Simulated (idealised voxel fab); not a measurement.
Process module, titled voxel transistor to metal
FYI the section here is cut, 185 nm wide, cells are 5 nm squares.
If you're reading a cross-section in this doc, picture square cells in a grid; it comes to you as bands, top ones listed first down to the bottom, and a band can be one or more rows of cells.
Band entry format. Leading values: height of top, height of bottom, nm. Remainder: materials in left-to-right order, each with its width in nm. Special words: "everywhere" on a single material, which then fills the band edge to edge; "empty", empty space.
Height reference: 0 = level under which incoming wafer is all one material. Lowest band: no bottom, runs on downward, e.g. "0 and below".
With a width like "30->40", each row of cells in the band differs from the next by the same amount, the top row carrying the first number and the bottom row the second.
Given "nothing got changed" for a step, no cell of the cross-section differs between before and after that step.
In "Non-vented voids" the enclosed voids are listed, meaning empty spaces of 8 cells or larger without any opening to the top. The form is width x height at distance, distance from the left edge, units nm.
The remark found on a step's line after its settings is issued by the simulator itself and pertains to that step.
The "overlay nm" setting may appear on a step's line; for a step that uses a mask, it gives how far to the right of its planned position the mask lay, and a negative value indicates the left.
Note: before/after cross-section pairs follow, one process step per pair, after-side truncated at the lowest changed band, step and settings given beneath. Different runs of this module on the same starting wafer may supply the pairs; a pair continues the one above only where the "Pre-step condition" entry says so.

Pre-step condition
  20 down to 5 | SiO2 75 nm, SiN 5 nm, HfO2 5 nm, TiN 5 nm, W 5 nm, TiN 5 nm, HfO2 5 nm, SiN 5 nm, SiO2 75 nm
  5 down to 0 | SiO2 65 nm, pSi 10 nm, SiN 5 nm, HfO2 5 nm, TiN 15 nm, HfO2 5 nm, SiN 5 nm, pSi 10 nm, SiO2 65 nm
  0 down to -5 | SiO2 65 nm, pSi 10 nm, HfO2 35 nm, pSi 10 nm, SiO2 65 nm
  -5 down to -15 | SiO2 45 nm, pSi 30 nm, Si 35 nm, pSi 30 nm, SiO2 45 nm
  -15 down to -70 | SiO2 45 nm, Si 95 nm, SiO2 45 nm
  -70 and below | Si everywhere
  Non-vented voids: none

Step Result
  30 down to 20 | SiO2 everywhere
  Below 20, the layers are the same as they were.
  Non-vented voids: none
As a process note, the step between the before and after cross-sections shown above is DIRECTIONAL_DEP (material SiO2; thk nm 10)

Pre-step condition: It is represented by the cross-section appearing after the step of the pair directly above.

Step Result
  45 down to 30 | resist 50 nm, empty 15 nm, resist 55 nm, empty 15 nm, resist 50 nm
  Below 30, the layers are the same as they were.
  Non-vented voids: none
As a process note, the step between the before and after cross-sections shown above is PATTERN (tone open; mask id CONTACT; material resist; width nm 15; pitch nm 70; thk nm 15; overlay nm 0)

Pre-step condition: It is represented by the cross-section appearing after the step of the pair directly above.

Step Result
  45 down to 30 | resist 50 nm, empty 15 nm, resist 55 nm, empty 15 nm, resist 50 nm
  30 down to 20 | SiO2 50 nm, empty 15 nm, SiO2 55 nm, empty 15 nm, SiO2 50 nm
  20 down to 5 | SiO2 50 nm, empty 15 nm, SiO2 10 nm, SiN 5 nm, HfO2 5 nm, TiN 5 nm, W 5 nm, TiN 5 nm, HfO2 5 nm, SiN 5 nm, SiO2 10 nm, empty 15 nm, SiO2 50 nm
  5 down to 0 | SiO2 50 nm, empty 15 nm, pSi 10 nm, SiN 5 nm, HfO2 5 nm, TiN 15 nm, HfO2 5 nm, SiN 5 nm, pSi 10 nm, empty 15 nm, SiO2 50 nm
  0 down to -5 | SiO2 50 nm, empty 15 nm, pSi 10 nm, HfO2 35 nm, pSi 10 nm, empty 15 nm, SiO2 50 nm
  Below -5, the layers are the same as they were.
  Non-vented voids: none
As a process note, the step between the before and after cross-sections shown above is DIRECTIONAL_ETCH (etch materials SiO2; depth nm 35)

Pre-step condition: It is represented by the cross-section appearing after the step of the pair directly above.

Step Result
  30 down to 20 | SiO2 50 nm, empty 15 nm, SiO2 55 nm, empty 15 nm, SiO2 50 nm
  Below 20, the layers are the same as they were.
  Non-vented voids: none
As a process note, the step between the before and after cross-sections shown above is STRIP (etch materials resist)

Pre-step condition: It is represented by the cross-section appearing after the step of the pair directly above.

Step Result
  35 down to 30 | TiN 55 nm, empty 5 nm, TiN 65 nm, empty 5 nm, TiN 55 nm
  30 down to 20 | SiO2 50 nm, TiN 5 nm, empty 5 nm, TiN 5 nm, SiO2 55 nm, TiN 5 nm, empty 5 nm, TiN 5 nm, SiO2 50 nm
  20 down to 5 | SiO2 50 nm, TiN 5 nm, empty 5 nm, TiN 5 nm, SiO2 10 nm, SiN 5 nm, HfO2 5 nm, TiN 5 nm, W 5 nm, TiN 5 nm, HfO2 5 nm, SiN 5 nm, SiO2 10 nm, TiN 5 nm, empty 5 nm, TiN 5 nm, SiO2 50 nm
  5 down to 0 | SiO2 50 nm, TiN 5 nm, empty 5 nm, TiN 5 nm, pSi 10 nm, SiN 5 nm, HfO2 5 nm, TiN 15 nm, HfO2 5 nm, SiN 5 nm, pSi 10 nm, TiN 5 nm, empty 5 nm, TiN 5 nm, SiO2 50 nm
  0 down to -5 | SiO2 50 nm, TiN 15 nm, pSi 10 nm, HfO2 35 nm, pSi 10 nm, TiN 15 nm, SiO2 50 nm
  Below -5, the layers are the same as they were.
  Non-vented voids: none
As a process note, the step between the before and after cross-sections shown above is CONFORMAL_DEP (material TiN; thk nm 5)

Pre-step condition: It is represented by the cross-section appearing after the step of the pair directly above.

Step Result
  40 down to 35 | Ru everywhere
  35 down to 30 | TiN 55 nm, Ru 5 nm, TiN 65 nm, Ru 5 nm, TiN 55 nm
  30 down to 20 | SiO2 50 nm, TiN 5 nm, Ru 5 nm, TiN 5 nm, SiO2 55 nm, TiN 5 nm, Ru 5 nm, TiN 5 nm, SiO2 50 nm
  20 down to 5 | SiO2 50 nm, TiN 5 nm, Ru 5 nm, TiN 5 nm, SiO2 10 nm, SiN 5 nm, HfO2 5 nm, TiN 5 nm, W 5 nm, TiN 5 nm, HfO2 5 nm, SiN 5 nm, SiO2 10 nm, TiN 5 nm, Ru 5 nm, TiN 5 nm, SiO2 50 nm
  5 down to 0 | SiO2 50 nm, TiN 5 nm, Ru 5 nm, TiN 5 nm, pSi 10 nm, SiN 5 nm, HfO2 5 nm, TiN 15 nm, HfO2 5 nm, SiN 5 nm, pSi 10 nm, TiN 5 nm, Ru 5 nm, TiN 5 nm, SiO2 50 nm
  Below 0, the layers are the same as they were.
  Non-vented voids: none
As a process note, the step between the before and after cross-sections shown above is FILL_DEP (material Ru; thk nm 5)

Pre-step condition: It is represented by the cross-section appearing after the step of the pair directly above.

Step Result
  30 down to 20 | SiO2 50 nm, TiN 5 nm, Ru 5 nm, TiN 5 nm, SiO2 55 nm, TiN 5 nm, Ru 5 nm, TiN 5 nm, SiO2 50 nm
  Below 20, the layers are the same as they were.
  Non-vented voids: none
As a process note, the step between the before and after cross-sections shown above is CMP (height nm 30)

Pre-step condition: It is represented by the cross-section appearing after the step of the pair directly above.

Step Result
  35 down to 30 | SiN everywhere
  Below 30, the layers are the same as they were.
  Non-vented voids: none
As a process note, the step between the before and after cross-sections shown above is CONFORMAL_DEP (material SiN; thk nm 5)

Pre-step condition: It is represented by the cross-section appearing after the step of the pair directly above.

Step Result
  50 down to 35 | SiO2 everywhere
  Below 35, the layers are the same as they were.
  Non-vented voids: none
As a process note, the step between the before and after cross-sections shown above is DIRECTIONAL_DEP (material SiO2; thk nm 15)

Pre-step condition: It is represented by the cross-section appearing after the step of the pair directly above.

Step Result
  70 down to 50 | resist 50 nm, empty 15 nm, resist 55 nm, empty 15 nm, resist 50 nm
  Below 50, the layers are the same as they were.
  Non-vented voids: none
As a process note, the step between the before and after cross-sections shown above is PATTERN (tone open; mask id METAL_1; material resist; width nm 15; pitch nm 70; thk nm 20; overlay nm 0)

Pre-step condition: It is represented by the cross-section appearing after the step of the pair directly above.

Step Result
  70 down to 50 | resist 50 nm, empty 15 nm, resist 55 nm, empty 15 nm, resist 50 nm
  50 down to 35 | SiO2 50 nm, empty 15 nm, SiO2 55 nm, empty 15 nm, SiO2 50 nm
  Below 35, the layers are the same as they were.
  Non-vented voids: none
As a process note, the step between the before and after cross-sections shown above is DIRECTIONAL_ETCH (etch materials SiO2; depth nm 15)

Pre-step condition: It is represented by the cross-section appearing after the step of the pair directly above.

Step Result
  70 down to 50 | resist 50 nm, empty 15 nm, resist 55 nm, empty 15 nm, resist 50 nm
  50 down to 35 | SiO2 50 nm, empty 15 nm, SiO2 55 nm, empty 15 nm, SiO2 50 nm
  35 down to 30 | SiN 50 nm, empty 15 nm, SiN 55 nm, empty 15 nm, SiN 50 nm
  Below 30, the layers are the same as they were.
  Non-vented voids: none
As a process note, the step between the before and after cross-sections shown above is DIRECTIONAL_ETCH (etch materials SiN; depth nm 5)

Pre-step condition: It is represented by the cross-section appearing after the step of the pair directly above.

Step Result
  50 down to 35 | SiO2 50 nm, empty 15 nm, SiO2 55 nm, empty 15 nm, SiO2 50 nm
  Below 35, the layers are the same as they were.
  Non-vented voids: none
As a process note, the step between the before and after cross-sections shown above is STRIP (etch materials resist)

Pre-step condition: It is represented by the cross-section appearing after the step of the pair directly above.

Step Result
  55 down to 50 | TiN 55 nm, empty 5 nm, TiN 65 nm, empty 5 nm, TiN 55 nm
  50 down to 35 | SiO2 50 nm, TiN 5 nm, empty 5 nm, TiN 5 nm, SiO2 55 nm, TiN 5 nm, empty 5 nm, TiN 5 nm, SiO2 50 nm
  35 down to 30 | SiN 50 nm, TiN 15 nm, SiN 55 nm, TiN 15 nm, SiN 50 nm
  Below 30, the layers are the same as they were.
  Non-vented voids: none
As a process note, the step between the before and after cross-sections shown above is CONFORMAL_DEP (material TiN; thk nm 5)

Pre-step condition: It is represented by the cross-section appearing after the step of the pair directly above.

Step Result
  60 down to 55 | Cu everywhere
  55 down to 50 | TiN 55 nm, Cu 5 nm, TiN 65 nm, Cu 5 nm, TiN 55 nm
  50 down to 35 | SiO2 50 nm, TiN 5 nm, Cu 5 nm, TiN 5 nm, SiO2 55 nm, TiN 5 nm, Cu 5 nm, TiN 5 nm, SiO2 50 nm
  Below 35, the layers are the same as they were.
  Non-vented voids: none
As a process note, the step between the before and after cross-sections shown above is FILL_DEP (material Cu; thk nm 5)

Pre-step condition: It is represented by the cross-section appearing after the step of the pair directly above.

Step Result
  50 down to 35 | SiO2 50 nm, TiN 5 nm, Cu 5 nm, TiN 5 nm, SiO2 55 nm, TiN 5 nm, Cu 5 nm, TiN 5 nm, SiO2 50 nm
  Below 35, the layers are the same as they were.
  Non-vented voids: none
As a process note, the step between the before and after cross-sections shown above is CMP (height nm 50)

Pre-step condition: It is represented by the cross-section appearing after the step of the pair directly above.

Step Result
  55 down to 50 | empty 45 nm, Ru 25 nm, empty 45 nm, Ru 25 nm, empty 45 nm
  Below 50, the layers are the same as they were.
  Non-vented voids: none
As a process note, the step between the before and after cross-sections shown above is EPI (material Ru; thk nm 5)

Pre-step condition: It is represented by the cross-section appearing after the step of the pair directly above.

Step Result
  60 down to 55 | SiCN everywhere
  55 down to 50 | SiCN 45 nm, Ru 25 nm, SiCN 45 nm, Ru 25 nm, SiCN 45 nm
  Below 50, the layers are the same as they were.
  Non-vented voids: none
As a process note, the step between the before and after cross-sections shown above is FILL_DEP (material SiCN; thk nm 5)

Pre-step condition: It is represented by the cross-section appearing after the step of the pair directly above.

Step Result
  90 down to 60 | lowk everywhere
  Below 60, the layers are the same as they were.
  Non-vented voids: none
As a process note, the step between the before and after cross-sections shown above is DIRECTIONAL_DEP (material lowk; thk nm 30)

Pre-step condition: It is represented by the cross-section appearing after the step of the pair directly above.

Step Result
  90 down to 70 | lowk 50 nm, empty 15 nm, lowk 55 nm, empty 15 nm, lowk 50 nm
  Below 70, the layers are the same as they were.
  Non-vented voids: none
As a process note, the step between the before and after cross-sections shown above is MASKED_ETCH (tone open; mask id METAL_2; width nm 15; pitch nm 70; etch materials lowk; depth nm 20; overlay nm 0)

Pre-step condition: It is represented by the cross-section appearing after the step of the pair directly above.

Step Result
  90 down to 60 | lowk 50 nm, empty 15 nm, lowk 55 nm, empty 15 nm, lowk 50 nm
  Below 60, the layers are the same as they were.
  Non-vented voids: none
As a process note, the step between the before and after cross-sections shown above is MASKED_ETCH (tone open; mask id METAL_2_HOLES; width nm 15; pitch nm 70; etch materials lowk; depth nm 10; overlay nm 0)

Pre-step condition: It is represented by the cross-section appearing after the step of the pair directly above.

Step Result
  90 down to 60 | lowk 50 nm, empty 15 nm, lowk 55 nm, empty 15 nm, lowk 50 nm
  60 down to 55 | SiCN 50 nm, empty 15 nm, SiCN 55 nm, empty 15 nm, SiCN 50 nm
  Below 55, the layers are the same as they were.
  Non-vented voids: none
As a process note, the step between the before and after cross-sections shown above is MASKED_ETCH (tone open; mask id METAL_2_HOLES; width nm 15; pitch nm 70; etch materials SiCN; depth nm 5; overlay nm 0)

Pre-step condition: It is represented by the cross-section appearing after the step of the pair directly above.

Step Result
  95 down to 90 | TiN 55 nm, empty 5 nm, TiN 65 nm, empty 5 nm, TiN 55 nm
  90 down to 60 | lowk 50 nm, TiN 5 nm, empty 5 nm, TiN 5 nm, lowk 55 nm, TiN 5 nm, empty 5 nm, TiN 5 nm, lowk 50 nm
  60 down to 55 | SiCN 50 nm, TiN 15 nm, SiCN 55 nm, TiN 15 nm, SiCN 50 nm
  Below 55, the layers are the same as they were.
  Non-vented voids: none
As a process note, the step between the before and after cross-sections shown above is CONFORMAL_DEP (material TiN; thk nm 5)

Pre-step condition: It is represented by the cross-section appearing after the step of the pair directly above.

Step Result
  100 down to 95 | Cu everywhere
  95 down to 90 | TiN 55 nm, Cu 5 nm, TiN 65 nm, Cu 5 nm, TiN 55 nm
  90 down to 60 | lowk 50 nm, TiN 5 nm, Cu 5 nm, TiN 5 nm, lowk 55 nm, TiN 5 nm, Cu 5 nm, TiN 5 nm, lowk 50 nm
  Below 60, the layers are the same as they were.
  Non-vented voids: none
As a process note, the step between the before and after cross-sections shown above is FILL_DEP (material Cu; thk nm 5)

Pre-step condition: It is represented by the cross-section appearing after the step of the pair directly above.

Step Result
  90 down to 60 | lowk 50 nm, TiN 5 nm, Cu 5 nm, TiN 5 nm, lowk 55 nm, TiN 5 nm, Cu 5 nm, TiN 5 nm, lowk 50 nm
  Below 60, the layers are the same as they were.
  Non-vented voids: none
As a process note, the step between the before and after cross-sections shown above is CMP (height nm 90)

Pre-step condition: It is represented by the cross-section appearing after the step of the pair directly above.

Step Result
  95 down to 90 | SiN everywhere
  Below 90, the layers are the same as they were.
  Non-vented voids: none
As a process note, the step between the before and after cross-sections shown above is CONFORMAL_DEP (material SiN; thk nm 5)

Pre-step condition
  30 down to 20 | SiO2 50 nm, TiN 5 nm, Ru 5 nm, TiN 5 nm, SiO2 55 nm, TiN 5 nm, Ru 5 nm, TiN 5 nm, SiO2 50 nm
  20 down to 5 | SiO2 50 nm, TiN 5 nm, Ru 5 nm, TiN 5 nm, SiO2 10 nm, SiN 5 nm, HfO2 5 nm, TiN 5 nm, W 5 nm, TiN 5 nm, HfO2 5 nm, SiN 5 nm, SiO2 10 nm, TiN 5 nm, Ru 5 nm, TiN 5 nm, SiO2 50 nm
  5 down to 0 | SiO2 50 nm, TiN 5 nm, Ru 5 nm, TiN 5 nm, pSi 10 nm, SiN 5 nm, HfO2 5 nm, TiN 15 nm, HfO2 5 nm, SiN 5 nm, pSi 10 nm, TiN 5 nm, Ru 5 nm, TiN 5 nm, SiO2 50 nm
  0 down to -5 | SiO2 50 nm, TiN 15 nm, pSi 10 nm, HfO2 35 nm, pSi 10 nm, TiN 15 nm, SiO2 50 nm
  -5 down to -15 | SiO2 45 nm, pSi 30 nm, Si 35 nm, pSi 30 nm, SiO2 45 nm
  -15 down to -35 | SiO2 45 nm, Si 95 nm, SiO2 45 nm
  -35 and below | Si everywhere
  Non-vented voids: none

Step Result
  45 down to 30 | SiO2 everywhere
  Below 30, the layers are the same as they were.
  Non-vented voids: none
As a process note, the step between the before and after cross-sections shown above is DIRECTIONAL_DEP (material SiO2; thk nm 15)

Pre-step condition: It is represented by the cross-section appearing after the step of the pair directly above.

Step Result
  50 down to 45 | SiN everywhere
  Below 45, the layers are the same as they were.
  Non-vented voids: none
As a process note, the step between the before and after cross-sections shown above is CONFORMAL_DEP (material SiN; thk nm 5)

Pre-step condition: It is represented by the cross-section appearing after the step of the pair directly above.

Step Result
  70 down to 50 | resist 50 nm, empty 15 nm, resist 55 nm, empty 15 nm, resist 50 nm
  Below 50, the layers are the same as they were.
  Non-vented voids: none
As a process note, the step between the before and after cross-sections shown above is PATTERN (tone open; mask id METAL_1; material resist; width nm 15; pitch nm 70; thk nm 20; overlay nm 0)

Pre-step condition: It is represented by the cross-section appearing after the step of the pair directly above.

Step Result
  70 down to 50 | resist 50 nm, empty 15 nm, resist 55 nm, empty 15 nm, resist 50 nm
  50 down to 45 | SiN 50 nm, empty 15 nm, SiN 55 nm, empty 15 nm, SiN 50 nm
  Below 45, the layers are the same as they were.
  Non-vented voids: none
As a process note, the step between the before and after cross-sections shown above is DIRECTIONAL_ETCH (etch materials SiN; depth nm 5)

Pre-step condition: It is represented by the cross-section appearing after the step of the pair directly above.

Step Result
  50 down to 45 | SiN 50 nm, empty 15 nm, SiN 55 nm, empty 15 nm, SiN 50 nm
  Below 45, the layers are the same as they were.
  Non-vented voids: none
As a process note, the step between the before and after cross-sections shown above is STRIP (etch materials resist)

Pre-step condition: It is represented by the cross-section appearing after the step of the pair directly above.

Step Result
  55 down to 50 | TiN 55 nm, empty 5 nm, TiN 65 nm, empty 5 nm, TiN 55 nm
  50 down to 45 | SiN 50 nm, TiN 15 nm, SiN 55 nm, TiN 15 nm, SiN 50 nm
  Below 45, the layers are the same as they were.
  Non-vented voids: none
As a process note, the step between the before and after cross-sections shown above is CONFORMAL_DEP (material TiN; thk nm 5)

Pre-step condition: It is represented by the cross-section appearing after the step of the pair directly above.

Step Result
  60 down to 55 | Cu everywhere
  55 down to 50 | TiN 55 nm, Cu 5 nm, TiN 65 nm, Cu 5 nm, TiN 55 nm
  Below 50, the layers are the same as they were.
  Non-vented voids: none
As a process note, the step between the before and after cross-sections shown above is FILL_DEP (material Cu; thk nm 5)

Pre-step condition: It is represented by the cross-section appearing after the step of the pair directly above.

Step Result
  50 down to 45 | SiN 50 nm, TiN 15 nm, SiN 55 nm, TiN 15 nm, SiN 50 nm
  Below 45, the layers are the same as they were.
  Non-vented voids: none
As a process note, the step between the before and after cross-sections shown above is CMP (height nm 50)

Pre-step condition: It is represented by the cross-section appearing after the step of the pair directly above.

Step Result
  55 down to 50 | empty 45 nm, Ru 25 nm, empty 45 nm, Ru 25 nm, empty 45 nm
  Below 50, the layers are the same as they were.
  Non-vented voids: none
As a process note, the step between the before and after cross-sections shown above is EPI (material Ru; thk nm 5)

Pre-step condition: It is represented by the cross-section appearing after the step of the pair directly above.

Step Result
  60 down to 55 | SiCN everywhere
  55 down to 50 | SiCN 45 nm, Ru 25 nm, SiCN 45 nm, Ru 25 nm, SiCN 45 nm
  Below 50, the layers are the same as they were.
  Non-vented voids: none
As a process note, the step between the before and after cross-sections shown above is FILL_DEP (material SiCN; thk nm 5)

Pre-step condition: It is represented by the cross-section appearing after the step of the pair directly above.

Step Result
  90 down to 60 | lowk everywhere
  Below 60, the layers are the same as they were.
  Non-vented voids: none
As a process note, the step between the before and after cross-sections shown above is DIRECTIONAL_DEP (material lowk; thk nm 30)

Pre-step condition: It is represented by the cross-section appearing after the step of the pair directly above.

Step Result
  90 down to 70 | lowk 50 nm, empty 15 nm, lowk 55 nm, empty 15 nm, lowk 50 nm
  Below 70, the layers are the same as they were.
  Non-vented voids: none
As a process note, the step between the before and after cross-sections shown above is MASKED_ETCH (tone open; mask id METAL_2; width nm 15; pitch nm 70; etch materials lowk; depth nm 20; overlay nm 0)

Pre-step condition: It is represented by the cross-section appearing after the step of the pair directly above.

Step Result
  90 down to 60 | lowk 50 nm, empty 15 nm, lowk 55 nm, empty 15 nm, lowk 50 nm
  Below 60, the layers are the same as they were.
  Non-vented voids: none
As a process note, the step between the before and after cross-sections shown above is MASKED_ETCH (tone open; mask id METAL_2_HOLES; width nm 15; pitch nm 70; etch materials lowk; depth nm 10; overlay nm 0)

Pre-step condition: It is represented by the cross-section appearing after the step of the pair directly above.

Step Result
  90 down to 60 | lowk 50 nm, empty 15 nm, lowk 55 nm, empty 15 nm, lowk 50 nm
  60 down to 55 | SiCN 50 nm, empty 15 nm, SiCN 55 nm, empty 15 nm, SiCN 50 nm
  Below 55, the layers are the same as they were.
  Non-vented voids: none
As a process note, the step between the before and after cross-sections shown above is MASKED_ETCH (tone open; mask id METAL_2_HOLES; width nm 15; pitch nm 70; etch materials SiCN; depth nm 5; overlay nm 0)

Pre-step condition: It is represented by the cross-section appearing after the step of the pair directly above.

Step Result
  95 down to 90 | TiN 55 nm, empty 5 nm, TiN 65 nm, empty 5 nm, TiN 55 nm
  90 down to 60 | lowk 50 nm, TiN 5 nm, empty 5 nm, TiN 5 nm, lowk 55 nm, TiN 5 nm, empty 5 nm, TiN 5 nm, lowk 50 nm
  60 down to 55 | SiCN 50 nm, TiN 15 nm, SiCN 55 nm, TiN 15 nm, SiCN 50 nm
  Below 55, the layers are the same as they were.
  Non-vented voids: none
As a process note, the step between the before and after cross-sections shown above is CONFORMAL_DEP (material TiN; thk nm 5)

Pre-step condition: It is represented by the cross-section appearing after the step of the pair directly above.

Step Result
  100 down to 95 | Cu everywhere
  95 down to 90 | TiN 55 nm, Cu 5 nm, TiN 65 nm, Cu 5 nm, TiN 55 nm
  90 down to 60 | lowk 50 nm, TiN 5 nm, Cu 5 nm, TiN 5 nm, lowk 55 nm, TiN 5 nm, Cu 5 nm, TiN 5 nm, lowk 50 nm
  Below 60, the layers are the same as they were.
  Non-vented voids: none
As a process note, the step between the before and after cross-sections shown above is FILL_DEP (material Cu; thk nm 5)

Pre-step condition: It is represented by the cross-section appearing after the step of the pair directly above.

Step Result
  90 down to 60 | lowk 50 nm, TiN 5 nm, Cu 5 nm, TiN 5 nm, lowk 55 nm, TiN 5 nm, Cu 5 nm, TiN 5 nm, lowk 50 nm
  Below 60, the layers are the same as they were.
  Non-vented voids: none
As a process note, the step between the before and after cross-sections shown above is CMP (height nm 90)

Pre-step condition: It is represented by the cross-section appearing after the step of the pair directly above.

Step Result
  95 down to 90 | SiN everywhere
  Below 90, the layers are the same as they were.
  Non-vented voids: none
As a process note, the step between the before and after cross-sections shown above is CONFORMAL_DEP (material SiN; thk nm 5)

Pre-step condition
  35 down to 30 | SiN everywhere
  30 down to 20 | SiO2 50 nm, TiN 5 nm, Ru 5 nm, TiN 5 nm, SiO2 55 nm, TiN 5 nm, Ru 5 nm, TiN 5 nm, SiO2 50 nm
  20 down to 5 | SiO2 50 nm, TiN 5 nm, Ru 5 nm, TiN 5 nm, SiO2 10 nm, SiN 5 nm, HfO2 5 nm, TiN 5 nm, W 5 nm, TiN 5 nm, HfO2 5 nm, SiN 5 nm, SiO2 10 nm, TiN 5 nm, Ru 5 nm, TiN 5 nm, SiO2 50 nm
  5 down to 0 | SiO2 50 nm, TiN 5 nm, Ru 5 nm, TiN 5 nm, pSi 10 nm, SiN 5 nm, HfO2 5 nm, TiN 15 nm, HfO2 5 nm, SiN 5 nm, pSi 10 nm, TiN 5 nm, Ru 5 nm, TiN 5 nm, SiO2 50 nm
  0 down to -5 | SiO2 50 nm, TiN 15 nm, pSi 10 nm, HfO2 35 nm, pSi 10 nm, TiN 15 nm, SiO2 50 nm
  -5 down to -15 | SiO2 45 nm, pSi 30 nm, Si 35 nm, pSi 30 nm, SiO2 45 nm
  -15 down to -35 | SiO2 45 nm, Si 95 nm, SiO2 45 nm
  -35 and below | Si everywhere
  Non-vented voids: none

Step Result
  40 down to 35 | SiO2 everywhere
  Below 35, the layers are the same as they were.
  Non-vented voids: none
As a process note, the step between the before and after cross-sections shown above is DIRECTIONAL_DEP (material SiO2; thk nm 5)

Pre-step condition: It is represented by the cross-section appearing after the step of the pair directly above.

Step Result
  60 down to 40 | resist 50 nm, empty 15 nm, resist 55 nm, empty 15 nm, resist 50 nm
  Below 40, the layers are the same as they were.
  Non-vented voids: none
As a process note, the step between the before and after cross-sections shown above is PATTERN (tone open; mask id METAL_1; material resist; width nm 15; pitch nm 70; thk nm 20; overlay nm 0)

Pre-step condition: It is represented by the cross-section appearing after the step of the pair directly above.

Step Result
  60 down to 40 | resist 50 nm, empty 15 nm, resist 55 nm, empty 15 nm, resist 50 nm
  40 down to 35 | SiO2 50 nm, empty 15 nm, SiO2 55 nm, empty 15 nm, SiO2 50 nm
  Below 35, the layers are the same as they were.
  Non-vented voids: none
As a process note, the step between the before and after cross-sections shown above is DIRECTIONAL_ETCH (etch materials SiO2; depth nm 15)

Pre-step condition: It is represented by the cross-section appearing after the step of the pair directly above.

Step Result
  60 down to 40 | resist 50 nm, empty 15 nm, resist 55 nm, empty 15 nm, resist 50 nm
  40 down to 35 | SiO2 50 nm, empty 15 nm, SiO2 55 nm, empty 15 nm, SiO2 50 nm
  35 down to 30 | SiN 50 nm, empty 15 nm, SiN 55 nm, empty 15 nm, SiN 50 nm
  Below 30, the layers are the same as they were.
  Non-vented voids: none
As a process note, the step between the before and after cross-sections shown above is DIRECTIONAL_ETCH (etch materials SiN; depth nm 5)

Pre-step condition: It is represented by the cross-section appearing after the step of the pair directly above.

Step Result
  40 down to 35 | SiO2 50 nm, empty 15 nm, SiO2 55 nm, empty 15 nm, SiO2 50 nm
  Below 35, the layers are the same as they were.
  Non-vented voids: none
As a process note, the step between the before and after cross-sections shown above is STRIP (etch materials resist)

Pre-step condition: It is represented by the cross-section appearing after the step of the pair directly above.

Step Result
  45 down to 40 | TiN 55 nm, empty 5 nm, TiN 65 nm, empty 5 nm, TiN 55 nm
  40 down to 35 | SiO2 50 nm, TiN 5 nm, empty 5 nm, TiN 5 nm, SiO2 55 nm, TiN 5 nm, empty 5 nm, TiN 5 nm, SiO2 50 nm
  35 down to 30 | SiN 50 nm, TiN 15 nm, SiN 55 nm, TiN 15 nm, SiN 50 nm
  Below 30, the layers are the same as they were.
  Non-vented voids: none
As a process note, the step between the before and after cross-sections shown above is CONFORMAL_DEP (material TiN; thk nm 5)

Pre-step condition: It is represented by the cross-section appearing after the step of the pair directly above.

Step Result
  50 down to 45 | Cu everywhere
  45 down to 40 | TiN 55 nm, Cu 5 nm, TiN 65 nm, Cu 5 nm, TiN 55 nm
  40 down to 35 | SiO2 50 nm, TiN 5 nm, Cu 5 nm, TiN 5 nm, SiO2 55 nm, TiN 5 nm, Cu 5 nm, TiN 5 nm, SiO2 50 nm
  Below 35, the layers are the same as they were.
  Non-vented voids: none
As a process note, the step between the before and after cross-sections shown above is FILL_DEP (material Cu; thk nm 5)

Pre-step condition: It is represented by the cross-section appearing after the step of the pair directly above.

Step Result
  55 down to 50 | Ru everywhere
  Below 50, the layers are the same as they were.
  Non-vented voids: none
As a process note, the step between the before and after cross-sections shown above is EPI (material Ru; thk nm 5)

Pre-step condition: It is represented by the cross-section appearing after the step of the pair directly above.

Step Result
  60 down to 55 | SiCN everywhere
  Below 55, the layers are the same as they were.
  Non-vented voids: none
As a process note, the step between the before and after cross-sections shown above is FILL_DEP (material SiCN; thk nm 5)

Pre-step condition: It is represented by the cross-section appearing after the step of the pair directly above.

Step Result
  90 down to 60 | lowk everywhere
  Below 60, the layers are the same as they were.
  Non-vented voids: none
As a process note, the step between the before and after cross-sections shown above is DIRECTIONAL_DEP (material lowk; thk nm 30)

Pre-step condition: It is represented by the cross-section appearing after the step of the pair directly above.

Step Result
  90 down to 70 | lowk 50 nm, empty 15 nm, lowk 55 nm, empty 15 nm, lowk 50 nm
  Below 70, the layers are the same as they were.
  Non-vented voids: none
As a process note, the step between the before and after cross-sections shown above is MASKED_ETCH (tone open; mask id METAL_2; width nm 15; pitch nm 70; etch materials lowk; depth nm 20; overlay nm 0)

Pre-step condition: It is represented by the cross-section appearing after the step of the pair directly above.

Step Result
  90 down to 60 | lowk 50 nm, empty 15 nm, lowk 55 nm, empty 15 nm, lowk 50 nm
  Below 60, the layers are the same as they were.
  Non-vented voids: none
As a process note, the step between the before and after cross-sections shown above is MASKED_ETCH (tone open; mask id METAL_2_HOLES; width nm 15; pitch nm 70; etch materials lowk; depth nm 10; overlay nm 0)

Pre-step condition: It is represented by the cross-section appearing after the step of the pair directly above.

Step Result
  90 down to 60 | lowk 50 nm, empty 15 nm, lowk 55 nm, empty 15 nm, lowk 50 nm
  60 down to 55 | SiCN 50 nm, empty 15 nm, SiCN 55 nm, empty 15 nm, SiCN 50 nm
  Below 55, the layers are the same as they were.
  Non-vented voids: none
As a process note, the step between the before and after cross-sections shown above is MASKED_ETCH (tone open; mask id METAL_2_HOLES; width nm 15; pitch nm 70; etch materials SiCN; depth nm 5; overlay nm 0)

Pre-step condition: It is represented by the cross-section appearing after the step of the pair directly above.

Step Result
  95 down to 90 | TiN 55 nm, empty 5 nm, TiN 65 nm, empty 5 nm, TiN 55 nm
  90 down to 60 | lowk 50 nm, TiN 5 nm, empty 5 nm, TiN 5 nm, lowk 55 nm, TiN 5 nm, empty 5 nm, TiN 5 nm, lowk 50 nm
  60 down to 55 | SiCN 50 nm, TiN 15 nm, SiCN 55 nm, TiN 15 nm, SiCN 50 nm
  Below 55, the layers are the same as they were.
  Non-vented voids: none
As a process note, the step between the before and after cross-sections shown above is CONFORMAL_DEP (material TiN; thk nm 5)

Pre-step condition: It is represented by the cross-section appearing after the step of the pair directly above.

Step Result
  100 down to 95 | Cu everywhere
  95 down to 90 | TiN 55 nm, Cu 5 nm, TiN 65 nm, Cu 5 nm, TiN 55 nm
  90 down to 60 | lowk 50 nm, TiN 5 nm, Cu 5 nm, TiN 5 nm, lowk 55 nm, TiN 5 nm, Cu 5 nm, TiN 5 nm, lowk 50 nm
  Below 60, the layers are the same as they were.
  Non-vented voids: none
As a process note, the step between the before and after cross-sections shown above is FILL_DEP (material Cu; thk nm 5)

Pre-step condition: It is represented by the cross-section appearing after the step of the pair directly above.

Step Result
  90 down to 60 | lowk 50 nm, TiN 5 nm, Cu 5 nm, TiN 5 nm, lowk 55 nm, TiN 5 nm, Cu 5 nm, TiN 5 nm, lowk 50 nm
  Below 60, the layers are the same as they were.
  Non-vented voids: none
As a process note, the step between the before and after cross-sections shown above is CMP (height nm 90)
